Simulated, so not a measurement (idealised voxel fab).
Name of the process module below: voxel trench capacitor
Xsec cut, 265 nm wide, square cell size 5 nm.
Each cross-section below is a grid of square cells, stated as bands in top-down order, with one or more rows of cells making up each band.
What a band's entry tells you: where the top is and where the bottom is, as heights in nm, and after that what lies inside, material by material from left to right, each with its width in nm. Empty space is written as the word "blank", and a single material marked with the word "throughout" occupies the band from edge to edge.
Heights are reckoned from 0. Under this level, the received wafer is all of one material. The bottommost band is open-ended downward, for example "0..down".
A width such as "30..40" changes by the same amount from each row of cells to the next, from the band's top row to its bottom row.
"no change" -> step changed no cross-section cell.
Basically, "Trapped void list" tells you about the enclosed voids: empty spaces with no open way to the top, 8 cells or bigger, each written width x height at distance, where distance is from the left edge, all in nm.
Anything after a step's settings on that line? It's the simulator's own note about the step.
overlay nm: for a step with a mask, the amount by which the mask lay right of where it was planned; a negative amount means left of it.
Planned process steps:
1) RECEIVE (material Si)
2) CONFORMAL_DEP (material SiN; thk nm 10)
3) PATTERN (tone open; mask id TRENCH; material resist; width nm 30; pitch nm 45; thk nm 15; overlay nm 0)
4) DIRECTIONAL_ETCH (etch materials SiN; depth nm 10)
5) DIRECTIONAL_ETCH (etch materials Si; depth nm 40)
6) STRIP (etch materials resist)
7) CONFORMAL_DEP (material HfO2; thk nm 5)
8) CONFORMAL_DEP (material TiN; thk nm 5)
9) FILL_DEP (material W; thk nm 5)
10) CMP (height nm 10)
Incoming wafer in cross-section (state: after step 1):
    0..down | Si throughout
    Trapped void list: none
First wafer of two, sectioned at end of module; run went per plan:
    10..0 | SiN 70, then HfO2 5, then TiN 5, then W 10, then TiN 5, then HfO2 5, then SiN 15, then HfO2 5, then TiN 5, then W 10, then TiN 5, then HfO2 5, then SiN 15, then HfO2 5, then TiN 5, then W 10, then TiN 5, then HfO2 5, then SiN 75
    0..-30 | Si 70, then HfO2 5, then TiN 5, then W 10, then TiN 5, then HfO2 5, then Si 15, then HfO2 5, then TiN 5, then W 10, then TiN 5, then HfO2 5, then Si 15, then HfO2 5, then TiN 5, then W 10, then TiN 5, then HfO2 5, then Si 75
    -30..-35 | Si 70, then HfO2 5, then TiN 20, then HfO2 5, then Si 15, then HfO2 5, then TiN 20, then HfO2 5, then Si 15, then HfO2 5, then TiN 20, then HfO2 5, then Si 75
    -35..-40 | Si 70, then HfO2 30, then Si 15, then HfO2 30, then Si 15, then HfO2 30, then Si 75
    -40..down | Si throughout
    Trapped void list: none
Cross-sectional view of the second of two wafers upon completion of the module. This wafer shared its starting condition and process plan with the first; one error was made during its execution:
    10..0 | SiN 70, then TiN 5, then HfO2 5, then W 10, then HfO2 5, then TiN 5, then SiN 15, then TiN 5, then HfO2 5, then W 10, then HfO2 5, then TiN 5, then SiN 15, then TiN 5, then HfO2 5, then W 10, then HfO2 5, then TiN 5, then SiN 75
    0..-30 | Si 70, then TiN 5, then HfO2 5, then W 10, then HfO2 5, then TiN 5, then Si 15, then TiN 5, then HfO2 5, then W 10, then HfO2 5, then TiN 5, then Si 15, then TiN 5, then HfO2 5, then W 10, then HfO2 5, then TiN 5, then Si 75
    -30..-35 | Si 70, then TiN 5, then HfO2 20, then TiN 5, then Si 15, then TiN 5, then HfO2 20, then TiN 5, then Si 15, then TiN 5, then HfO2 20, then TiN 5, then Si 75
    -35..-40 | Si 70, then TiN 30, then Si 15, then TiN 30, then Si 15, then TiN 30, then Si 75
    -40..down | Si throughout
    Trapped void list: none
In executing the process, a mistake was made relative to the plan: the run placed steps 7 and 8 each in the position the plan gave to the other
Once processing is complete, comparing cell counts shows that the second wafer has more or fewer of certain materials than the first: -12 HfO2 | +12 TiN
